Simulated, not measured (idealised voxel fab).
process module | voxel wiring stack
The width of the displayed cross-section, cut, is 155 nm; its cells are square, with a size of 5 nm.
If you're reading a cross-section in this doc, picture square cells in a grid; it comes to you as bands, top ones listed first down to the bottom, and a band can be one or more rows of cells.
What a band's entry tells you: where the top is and where the bottom is, as heights in nm, and after that what lies inside, material by material from left to right, each with its width in nm. Empty space is written as the word "empty", and a single material marked with the word "everywhere" occupies the band from edge to edge.
Height 0 is the level under which the wafer as received is all one material. The lowest band goes on downwards, as in "0 down".
Think of "30 to 40" as a width that walks from the first number to the second as you go down the band, top row to bottom row, taking equal-sized steps from row to row.
Step marked "nothing different"? Then no cell in the cross-section changed in it.
"Closed void list" specifies each empty space that is not open to the top and that occupies no fewer than 8 cells, using the form width x height at distance, the distance measured from the left edge and all three quantities in nm.
after a step's settings: what the simulator itself notes on the step
overlay nm: where the mask lay relative to plan, measured to the right, on steps with a mask; negatives go left.

Steps planned for the process
| 1 | op RECEIVE | material Si |
| 2 | op CONFORMAL_DEP | material SiO2 | thk nm 15 |
| 3 | op CONFORMAL_DEP | material SiCN | thk nm 5 |
| 4 | op DIRECTIONAL_DEP | material lowk | thk nm 20 |
| 5 | op PATTERN | tone open | mask id METAL_1 | material resist | width nm 20 | pitch nm 40 | thk nm 20 | overlay nm 0 |
| 6 | op DIRECTIONAL_ETCH | etch materials lowk | depth nm 20 |
| 7 | op DIRECTIONAL_ETCH | etch materials SiCN | depth nm 5 |
| 8 | op STRIP | etch materials resist |
| 9 | op CONFORMAL_DEP | material TiN | thk nm 5 |
| 10 | op FILL_DEP | material W | thk nm 10 |
| 11 | op CMP | height nm 40 |
| 12 | op CONFORMAL_DEP | material SiCN | thk nm 5 |
| 13 | op DIRECTIONAL_DEP | material lowk | thk nm 15 |
| 14 | op MASKED_ETCH | tone open | mask id PLUG_1 | width nm 15 | pitch nm 40 | etch materials lowk | depth nm 15 | overlay nm 0 |
| 15 | op MASKED_ETCH | tone open | mask id PLUG_1 | width nm 15 | pitch nm 40 | etch materials SiCN | depth nm 5 | overlay nm 0 |
| 16 | op EPI | material Ru | thk nm 10 |
| 17 | op EPI | material Ru | thk nm 10 |
| 18 | op CONFORMAL_DEP | material SiCN | thk nm 5 |
| 19 | op DIRECTIONAL_DEP | material SiO2 | thk nm 25 |
| 20 | op DIRECTIONAL_DEP | material aC | thk nm 10 |
| 21 | op PATTERN | tone open | mask id METAL_2 | material resist | width nm 20 | pitch nm 40 | thk nm 25 | overlay nm 0 |
| 22 | op DIRECTIONAL_ETCH | etch materials aC | depth nm 10 |
| 23 | op STRIP | etch materials resist |
| 24 | op DIRECTIONAL_ETCH | etch materials SiO2 | depth nm 25 |
| 25 | op DIRECTIONAL_ETCH | etch materials SiCN | depth nm 5 |
| 26 | op STRIP | etch materials aC |
| 27 | op CONFORMAL_DEP | material TiN | thk nm 5 |
| 28 | op FILL_DEP | material W | thk nm 10 |
| 29 | op CMP | height nm 90 |
| 30 | op CONFORMAL_DEP | material SiCN | thk nm 5 |
| 31 | op DIRECTIONAL_DEP | material SiO2 | thk nm 15 |
| 32 | op MASKED_ETCH | tone open | mask id PLUG_2 | width nm 15 | pitch nm 40 | etch materials SiO2 | depth nm 15 | overlay nm 0 |
| 33 | op MASKED_ETCH | tone open | mask id PLUG_2 | width nm 15 | pitch nm 40 | etch materials SiCN | depth nm 5 | overlay nm 0 |
| 34 | op EPI | material Ru | thk nm 10 |
| 35 | op EPI | material Ru | thk nm 10 |
| 36 | op CONFORMAL_DEP | material SiCN | thk nm 5 |
| 37 | op DIRECTIONAL_DEP | material lowk | thk nm 15 |
| 38 | op DIRECTIONAL_DEP | material aC | thk nm 10 |
| 39 | op PATTERN | tone open | mask id METAL_3 | material resist | width nm 20 | pitch nm 40 | thk nm 30 | overlay nm 0 |
| 40 | op DIRECTIONAL_ETCH | etch materials aC | depth nm 10 |
| 41 | op STRIP | etch materials resist |
| 42 | op DIRECTIONAL_ETCH | etch materials lowk | depth nm 15 |
| 43 | op DIRECTIONAL_ETCH | etch materials SiCN | depth nm 5 |
| 44 | op STRIP | etch materials aC |
| 45 | op CONFORMAL_DEP | material TiN | thk nm 5 |
| 46 | op FILL_DEP | material Cu | thk nm 5 |
| 47 | op CMP | height nm 130 |
| 48 | op EPI | material Ru | thk nm 5 |
| 49 | op FILL_DEP | material SiCN | thk nm 5 |

First wafer out of two, processed as planned

Cross-section, incoming material, after step 1
* 0 down = Si everywhere
* Closed void list: none

Cross-sectional representation of the wafer at the conclusion of step 2
* 15 to 0 = SiO2 everywhere
* Below 0, the layers are the same as they were.

Cross-sectional representation of the wafer at the conclusion of step 3
* 20 to 15 = SiCN everywhere
* Below 15, the layers are the same as they were.

Cross-sectional representation of the wafer at the conclusion of step 4
* 40 to 20 = lowk everywhere
* Below 20, the layers are the same as they were.

Cross-sectional representation of the wafer at the conclusion of step 5
* 60 to 40 = 25 resist, then 20 empty, then 20 resist, then 20 empty, then 20 resist, then 20 empty, then 30 resist
* Below 40, the layers are the same as they were.

Cross-sectional representation of the wafer at the conclusion of step 6
* 60 to 40 = 25 resist, then 20 empty, then 20 resist, then 20 empty, then 20 resist, then 20 empty, then 30 resist
* 40 to 20 = 25 lowk, then 20 empty, then 20 lowk, then 20 empty, then 20 lowk, then 20 empty, then 30 lowk
* Below 20, the layers are the same as they were.

Cross-sectional representation of the wafer at the conclusion of step 7
* 60 to 40 = 25 resist, then 20 empty, then 20 resist, then 20 empty, then 20 resist, then 20 empty, then 30 resist
* 40 to 20 = 25 lowk, then 20 empty, then 20 lowk, then 20 empty, then 20 lowk, then 20 empty, then 30 lowk
* 20 to 15 = 25 SiCN, then 20 empty, then 20 SiCN, then 20 empty, then 20 SiCN, then 20 empty, then 30 SiCN
* Below 15, the layers are the same as they were.

Cross-sectional representation of the wafer at the conclusion of step 8
* 40 to 20 = 25 lowk, then 20 empty, then 20 lowk, then 20 empty, then 20 lowk, then 20 empty, then 30 lowk
* Below 20, the layers are the same as they were.

Cross-sectional representation of the wafer at the conclusion of step 9
* 45 to 40 = 30 TiN, then 10 empty, then 30 TiN, then 10 empty, then 30 TiN, then 10 empty, then 35 TiN
* 40 to 20 = 25 lowk, then 5 TiN, then 10 empty, then 5 TiN, then 20 lowk, then 5 TiN, then 10 empty, then 5 TiN, then 20 lowk, then 5 TiN, then 10 empty, then 5 TiN, then 30 lowk
* 20 to 15 = 25 SiCN, then 20 TiN, then 20 SiCN, then 20 TiN, then 20 SiCN, then 20 TiN, then 30 SiCN
* Below 15, the layers are the same as they were.

Cross-sectional representation of the wafer at the conclusion of step 10
* 55 to 45 = W everywhere
* 45 to 40 = 30 TiN, then 10 W, then 30 TiN, then 10 W, then 30 TiN, then 10 W, then 35 TiN
* 40 to 20 = 25 lowk, then 5 TiN, then 10 W, then 5 TiN, then 20 lowk, then 5 TiN, then 10 W, then 5 TiN, then 20 lowk, then 5 TiN, then 10 W, then 5 TiN, then 30 lowk
* Below 20, the layers are the same as they were.

Cross-sectional representation of the wafer at the conclusion of step 11
* 40 to 20 = 25 lowk, then 5 TiN, then 10 W, then 5 TiN, then 20 lowk, then 5 TiN, then 10 W, then 5 TiN, then 20 lowk, then 5 TiN, then 10 W, then 5 TiN, then 30 lowk
* Below 20, the layers are the same as they were.

Cross-sectional representation of the wafer at the conclusion of step 12
* 45 to 40 = SiCN everywhere
* Below 40, the layers are the same as they were.

Cross-sectional representation of the wafer at the conclusion of step 13
* 60 to 45 = lowk everywhere
* Below 45, the layers are the same as they were.

Cross-sectional representation of the wafer at the conclusion of step 14
* 60 to 45 = 25 lowk, then 15 empty, then 25 lowk, then 15 empty, then 25 lowk, then 15 empty, then 35 lowk
* Below 45, the layers are the same as they were.

Cross-sectional representation of the wafer at the conclusion of step 15
* 60 to 45 = 25 lowk, then 15 empty, then 25 lowk, then 15 empty, then 25 lowk, then 15 empty, then 35 lowk
* 45 to 40 = 25 SiCN, then 15 empty, then 25 SiCN, then 15 empty, then 25 SiCN, then 15 empty, then 35 SiCN
* Below 40, the layers are the same as they were.

Cross-sectional representation of the wafer at the conclusion of step 16
* 60 to 50 = 25 lowk, then 15 empty, then 25 lowk, then 15 empty, then 25 lowk, then 15 empty, then 35 lowk
* 50 to 45 = 25 lowk, then 15 Ru, then 25 lowk, then 15 Ru, then 25 lowk, then 15 Ru, then 35 lowk
* 45 to 40 = 25 SiCN, then 15 Ru, then 25 SiCN, then 15 Ru, then 25 SiCN, then 15 Ru, then 35 SiCN
* Below 40, the layers are the same as they were.

Cross-sectional representation of the wafer at the conclusion of step 17
* 60 to 45 = 25 lowk, then 15 Ru, then 25 lowk, then 15 Ru, then 25 lowk, then 15 Ru, then 35 lowk
* Below 45, the layers are the same as they were.

Cross-sectional representation of the wafer at the conclusion of step 18
* 65 to 60 = SiCN everywhere
* Below 60, the layers are the same as they were.

Cross-sectional representation of the wafer at the conclusion of step 19
* 90 to 65 = SiO2 everywhere
* Below 65, the layers are the same as they were.

Cross-sectional representation of the wafer at the conclusion of step 20
* 100 to 90 = aC everywhere
* Below 90, the layers are the same as they were.

Cross-sectional representation of the wafer at the conclusion of step 21
* 125 to 100 = 25 resist, then 20 empty, then 20 resist, then 20 empty, then 20 resist, then 20 empty, then 30 resist
* Below 100, the layers are the same as they were.

Cross-sectional representation of the wafer at the conclusion of step 22
* 115 to 100 = 25 resist, then 20 empty, then 20 resist, then 20 empty, then 20 resist, then 20 empty, then 30 resist
* 100 to 90 = 25 aC, then 20 empty, then 20 aC, then 20 empty, then 20 aC, then 20 empty, then 30 aC
* Below 90, the layers are the same as they were.

Cross-sectional representation of the wafer at the conclusion of step 23
* 100 to 90 = 25 aC, then 20 empty, then 20 aC, then 20 empty, then 20 aC, then 20 empty, then 30 aC
* Below 90, the layers are the same as they were.

Cross-sectional representation of the wafer at the conclusion of step 24
* 100 to 90 = 25 aC, then 20 empty, then 20 aC, then 20 empty, then 20 aC, then 20 empty, then 30 aC
* 90 to 65 = 25 SiO2, then 20 empty, then 20 SiO2, then 20 empty, then 20 SiO2, then 20 empty, then 30 SiO2
* Below 65, the layers are the same as they were.

Cross-sectional representation of the wafer at the conclusion of step 25
* 100 to 90 = 25 aC, then 20 empty, then 20 aC, then 20 empty, then 20 aC, then 20 empty, then 30 aC
* 90 to 65 = 25 SiO2, then 20 empty, then 20 SiO2, then 20 empty, then 20 SiO2, then 20 empty, then 30 SiO2
* 65 to 60 = 25 SiCN, then 20 empty, then 20 SiCN, then 20 empty, then 20 SiCN, then 20 empty, then 30 SiCN
* Below 60, the layers are the same as they were.

Cross-sectional representation of the wafer at the conclusion of step 26
* 90 to 65 = 25 SiO2, then 20 empty, then 20 SiO2, then 20 empty, then 20 SiO2, then 20 empty, then 30 SiO2
* Below 65, the layers are the same as they were.

Cross-sectional representation of the wafer at the conclusion of step 27
* 95 to 90 = 30 TiN, then 10 empty, then 30 TiN, then 10 empty, then 30 TiN, then 10 empty, then 35 TiN
* 90 to 65 = 25 SiO2, then 5 TiN, then 10 empty, then 5 TiN, then 20 SiO2, then 5 TiN, then 10 empty, then 5 TiN, then 20 SiO2, then 5 TiN, then 10 empty, then 5 TiN, then 30 SiO2
* 65 to 60 = 25 SiCN, then 20 TiN, then 20 SiCN, then 20 TiN, then 20 SiCN, then 20 TiN, then 30 SiCN
* Below 60, the layers are the same as they were.

Cross-sectional representation of the wafer at the conclusion of step 28
* 105 to 95 = W everywhere
* 95 to 90 = 30 TiN, then 10 W, then 30 TiN, then 10 W, then 30 TiN, then 10 W, then 35 TiN
* 90 to 65 = 25 SiO2, then 5 TiN, then 10 W, then 5 TiN, then 20 SiO2, then 5 TiN, then 10 W, then 5 TiN, then 20 SiO2, then 5 TiN, then 10 W, then 5 TiN, then 30 SiO2
* Below 65, the layers are the same as they were.

Cross-sectional representation of the wafer at the conclusion of step 29
* 90 to 65 = 25 SiO2, then 5 TiN, then 10 W, then 5 TiN, then 20 SiO2, then 5 TiN, then 10 W, then 5 TiN, then 20 SiO2, then 5 TiN, then 10 W, then 5 TiN, then 30 SiO2
* Below 65, the layers are the same as they were.

Cross-sectional representation of the wafer at the conclusion of step 30
* 95 to 90 = SiCN everywhere
* Below 90, the layers are the same as they were.

Cross-sectional representation of the wafer at the conclusion of step 31
* 110 to 95 = SiO2 everywhere
* Below 95, the layers are the same as they were.

Cross-sectional representation of the wafer at the conclusion of step 32
* 110 to 95 = 25 SiO2, then 15 empty, then 25 SiO2, then 15 empty, then 25 SiO2, then 15 empty, then 35 SiO2
* Below 95, the layers are the same as they were.

Cross-sectional representation of the wafer at the conclusion of step 33
* 110 to 95 = 25 SiO2, then 15 empty, then 25 SiO2, then 15 empty, then 25 SiO2, then 15 empty, then 35 SiO2
* 95 to 90 = 25 SiCN, then 15 empty, then 25 SiCN, then 15 empty, then 25 SiCN, then 15 empty, then 35 SiCN
* Below 90, the layers are the same as they were.

Cross-sectional representation of the wafer at the conclusion of step 34
* 110 to 100 = 25 SiO2, then 15 empty, then 25 SiO2, then 15 empty, then 25 SiO2, then 15 empty, then 35 SiO2
* 100 to 95 = 25 SiO2, then 15 Ru, then 25 SiO2, then 15 Ru, then 25 SiO2, then 15 Ru, then 35 SiO2
* 95 to 90 = 25 SiCN, then 15 Ru, then 25 SiCN, then 15 Ru, then 25 SiCN, then 15 Ru, then 35 SiCN
* Below 90, the layers are the same as they were.

Cross-sectional representation of the wafer at the conclusion of step 35
* 110 to 95 = 25 SiO2, then 15 Ru, then 25 SiO2, then 15 Ru, then 25 SiO2, then 15 Ru, then 35 SiO2
* Below 95, the layers are the same as they were.

Cross-sectional representation of the wafer at the conclusion of step 36
* 115 to 110 = SiCN everywhere
* Below 110, the layers are the same as they were.

Cross-sectional representation of the wafer at the conclusion of step 37
* 130 to 115 = lowk everywhere
* Below 115, the layers are the same as they were.

Cross-sectional representation of the wafer at the conclusion of step 38
* 140 to 130 = aC everywhere
* Below 130, the layers are the same as they were.

Cross-sectional representation of the wafer at the conclusion of step 39
* 170 to 140 = 25 resist, then 20 empty, then 20 resist, then 20 empty, then 20 resist, then 20 empty, then 30 resist
* Below 140, the layers are the same as they were.

Cross-sectional representation of the wafer at the conclusion of step 40
* 160 to 140 = 25 resist, then 20 empty, then 20 resist, then 20 empty, then 20 resist, then 20 empty, then 30 resist
* 140 to 130 = 25 aC, then 20 empty, then 20 aC, then 20 empty, then 20 aC, then 20 empty, then 30 aC
* Below 130, the layers are the same as they were.

Cross-sectional representation of the wafer at the conclusion of step 41
* 140 to 130 = 25 aC, then 20 empty, then 20 aC, then 20 empty, then 20 aC, then 20 empty, then 30 aC
* Below 130, the layers are the same as they were.

Cross-sectional representation of the wafer at the conclusion of step 42
* 140 to 130 = 25 aC, then 20 empty, then 20 aC, then 20 empty, then 20 aC, then 20 empty, then 30 aC
* 130 to 115 = 25 lowk, then 20 empty, then 20 lowk, then 20 empty, then 20 lowk, then 20 empty, then 30 lowk
* Below 115, the layers are the same as they were.

Cross-sectional representation of the wafer at the conclusion of step 43
* 140 to 130 = 25 aC, then 20 empty, then 20 aC, then 20 empty, then 20 aC, then 20 empty, then 30 aC
* 130 to 115 = 25 lowk, then 20 empty, then 20 lowk, then 20 empty, then 20 lowk, then 20 empty, then 30 lowk
* 115 to 110 = 25 SiCN, then 20 empty, then 20 SiCN, then 20 empty, then 20 SiCN, then 20 empty, then 30 SiCN
* Below 110, the layers are the same as they were.

Cross-sectional representation of the wafer at the conclusion of step 44
* 130 to 115 = 25 lowk, then 20 empty, then 20 lowk, then 20 empty, then 20 lowk, then 20 empty, then 30 lowk
* Below 115, the layers are the same as they were.

Cross-sectional representation of the wafer at the conclusion of step 45
* 135 to 130 = 30 TiN, then 10 empty, then 30 TiN, then 10 empty, then 30 TiN, then 10 empty, then 35 TiN
* 130 to 115 = 25 lowk, then 5 TiN, then 10 empty, then 5 TiN, then 20 lowk, then 5 TiN, then 10 empty, then 5 TiN, then 20 lowk, then 5 TiN, then 10 empty, then 5 TiN, then 30 lowk
* 115 to 110 = 25 SiCN, then 20 TiN, then 20 SiCN, then 20 TiN, then 20 SiCN, then 20 TiN, then 30 SiCN
* Below 110, the layers are the same as they were.

Cross-sectional representation of the wafer at the conclusion of step 46
* 140 to 135 = Cu everywhere
* 135 to 130 = 30 TiN, then 10 Cu, then 30 TiN, then 10 Cu, then 30 TiN, then 10 Cu, then 35 TiN
* 130 to 115 = 25 lowk, then 5 TiN, then 10 Cu, then 5 TiN, then 20 lowk, then 5 TiN, then 10 Cu, then 5 TiN, then 20 lowk, then 5 TiN, then 10 Cu, then 5 TiN, then 30 lowk
* Below 115, the layers are the same as they were.

Cross-sectional representation of the wafer at the conclusion of step 47
* 130 to 115 = 25 lowk, then 5 TiN, then 10 Cu, then 5 TiN, then 20 lowk, then 5 TiN, then 10 Cu, then 5 TiN, then 20 lowk, then 5 TiN, then 10 Cu, then 5 TiN, then 30 lowk
* Below 115, the layers are the same as they were.

Cross-sectional representation of the wafer at the conclusion of step 48
* 135 to 130 = 20 empty, then 30 Ru, then 10 empty, then 30 Ru, then 10 empty, then 30 Ru, then 25 empty
* Below 130, the layers are the same as they were.

Cross-sectional representation of the wafer at the conclusion of step 49
* 140 to 135 = SiCN everywhere
* 135 to 130 = 20 SiCN, then 30 Ru, then 10 SiCN, then 30 Ru, then 10 SiCN, then 30 Ru, then 25 SiCN
* Below 130, the layers are the same as they were.

The second wafer was prepared from the same starting point and under the same plan as the first; its processing contained one mistake, and it remains indistinguishable from the first wafer up to and including step 29

Second wafer cross-section, taken as of the time the plan sets for step 30 to be done
* 105 to 90 = SiO2 everywhere
* Below 90, the layers are the same as they were.

Second wafer cross-section, taken as of the time the plan sets for step 31 to be done
* 110 to 105 = SiCN everywhere
* Below 105, the layers are the same as they were.

Second wafer cross-section, taken as of the time the plan sets for step 32 to be done: nothing different

Second wafer cross-section, taken as of the time the plan sets for step 33 to be done
* 110 to 105 = 25 SiCN, then 15 empty, then 25 SiCN, then 15 empty, then 25 SiCN, then 15 empty, then 35 SiCN
* Below 105, the layers are the same as they were.

Second wafer cross-section, taken as of the time the plan sets for step 34 to be done: nothing different

Second wafer cross-section, taken as of the time the plan sets for step 35 to be done: nothing different

Second wafer cross-section, taken as of the time the plan sets for step 36 to be done
* 115 to 110 = 30 SiCN, then 5 empty, then 35 SiCN, then 5 empty, then 35 SiCN, then 5 empty, then 40 SiCN
* 110 to 105 = SiCN everywhere
* Below 105, the layers are the same as they were.

Second wafer cross-section, taken as of the time the plan sets for step 37 to be done
* 130 to 125 = 30 lowk, then 5 empty, then 35 lowk, then 5 empty, then 35 lowk, then 5 empty, then 40 lowk
* 125 to 115 = lowk everywhere
* 115 to 110 = 30 SiCN, then 5 lowk, then 35 SiCN, then 5 lowk, then 35 SiCN, then 5 lowk, then 40 SiCN
* Below 110, the layers are the same as they were.

Second wafer cross-section, taken as of the time the plan sets for step 38 to be done
* 140 to 135 = 30 aC, then 5 empty, then 35 aC, then 5 empty, then 35 aC, then 5 empty, then 40 aC
* 135 to 130 = aC everywhere
* 130 to 125 = 30 lowk, then 5 aC, then 35 lowk, then 5 aC, then 35 lowk, then 5 aC, then 40 lowk
* Below 125, the layers are the same as they were.

Second wafer cross-section, taken as of the time the plan sets for step 39 to be done
* 170 to 140 = 25 resist, then 20 empty, then 20 resist, then 20 empty, then 20 resist, then 20 empty, then 30 resist
* Below 140, the layers are the same as they were.

Second wafer cross-section, taken as of the time the plan sets for step 40 to be done
* 160 to 140 = 25 resist, then 20 empty, then 20 resist, then 20 empty, then 20 resist, then 20 empty, then 30 resist
* 140 to 130 = 25 aC, then 20 empty, then 20 aC, then 20 empty, then 20 aC, then 20 empty, then 30 aC
* 130 to 125 = 30 lowk, then 5 empty, then 35 lowk, then 5 empty, then 35 lowk, then 5 empty, then 40 lowk
* Below 125, the layers are the same as they were.

Second wafer cross-section, taken as of the time the plan sets for step 41 to be done
* 140 to 130 = 25 aC, then 20 empty, then 20 aC, then 20 empty, then 20 aC, then 20 empty, then 30 aC
* Below 130, the layers are the same as they were.

Second wafer cross-section, taken as of the time the plan sets for step 42 to be done
* 140 to 130 = 25 aC, then 20 empty, then 20 aC, then 20 empty, then 20 aC, then 20 empty, then 30 aC
* 130 to 115 = 25 lowk, then 20 empty, then 20 lowk, then 20 empty, then 20 lowk, then 20 empty, then 30 lowk
* 115 to 110 = 30 SiCN, then 5 empty, then 35 SiCN, then 5 empty, then 35 SiCN, then 5 empty, then 40 SiCN
* Below 110, the layers are the same as they were.

Second wafer cross-section, taken as of the time the plan sets for step 43 to be done
* 140 to 130 = 25 aC, then 20 empty, then 20 aC, then 20 empty, then 20 aC, then 20 empty, then 30 aC
* 130 to 115 = 25 lowk, then 20 empty, then 20 lowk, then 20 empty, then 20 lowk, then 20 empty, then 30 lowk
* 115 to 105 = 25 to 30 SiCN, then 20 to 5 empty, then 20 to 35 SiCN, then 20 to 5 empty, then 20 to 35 SiCN, then 20 to 5 empty, then 30 to 40 SiCN
* Below 105, the layers are the same as they were.

Second wafer cross-section, taken as of the time the plan sets for step 44 to be done
* 130 to 115 = 25 lowk, then 20 empty, then 20 lowk, then 20 empty, then 20 lowk, then 20 empty, then 30 lowk
* Below 115, the layers are the same as they were.

Second wafer cross-section, taken as of the time the plan sets for step 45 to be done
* 135 to 130 = 30 TiN, then 10 empty, then 30 TiN, then 10 empty, then 30 TiN, then 10 empty, then 35 TiN
* 130 to 115 = 25 lowk, then 5 TiN, then 10 empty, then 5 TiN, then 20 lowk, then 5 TiN, then 10 empty, then 5 TiN, then 20 lowk, then 5 TiN, then 10 empty, then 5 TiN, then 30 lowk
* 115 to 105 = 25 to 30 SiCN, then 20 to 5 TiN, then 20 to 35 SiCN, then 20 to 5 TiN, then 20 to 35 SiCN, then 20 to 5 TiN, then 30 to 40 SiCN
* Below 105, the layers are the same as they were.

Second wafer cross-section, taken as of the time the plan sets for step 46 to be done
* 140 to 135 = Cu everywhere
* 135 to 130 = 30 TiN, then 10 Cu, then 30 TiN, then 10 Cu, then 30 TiN, then 10 Cu, then 35 TiN
* 130 to 115 = 25 lowk, then 5 TiN, then 10 Cu, then 5 TiN, then 20 lowk, then 5 TiN, then 10 Cu, then 5 TiN, then 20 lowk, then 5 TiN, then 10 Cu, then 5 TiN, then 30 lowk
* Below 115, the layers are the same as they were.

Second wafer cross-section, taken as of the time the plan sets for step 47 to be done
* 130 to 115 = 25 lowk, then 5 TiN, then 10 Cu, then 5 TiN, then 20 lowk, then 5 TiN, then 10 Cu, then 5 TiN, then 20 lowk, then 5 TiN, then 10 Cu, then 5 TiN, then 30 lowk
* Below 115, the layers are the same as they were.

Second wafer cross-section, taken as of the time the plan sets for step 48 to be done
* 135 to 130 = 20 empty, then 30 Ru, then 10 empty, then 30 Ru, then 10 empty, then 30 Ru, then 25 empty
* Below 130, the layers are the same as they were.

Second wafer cross-section, taken as of the time the plan sets for step 49 to be done
* 140 to 135 = SiCN everywhere
* 135 to 130 = 20 SiCN, then 30 Ru, then 10 SiCN, then 30 Ru, then 10 SiCN, then 30 Ru, then 25 SiCN
* Below 130, the layers are the same as they were.
Finding, execution versus plan: step 30 ran in the slot meant for step 31, and vice versa
Final difference in cells, second wafer against first, listed per material as more or fewer: Ru -36 | SiCN +6 | SiO2 +27 | TiN +3
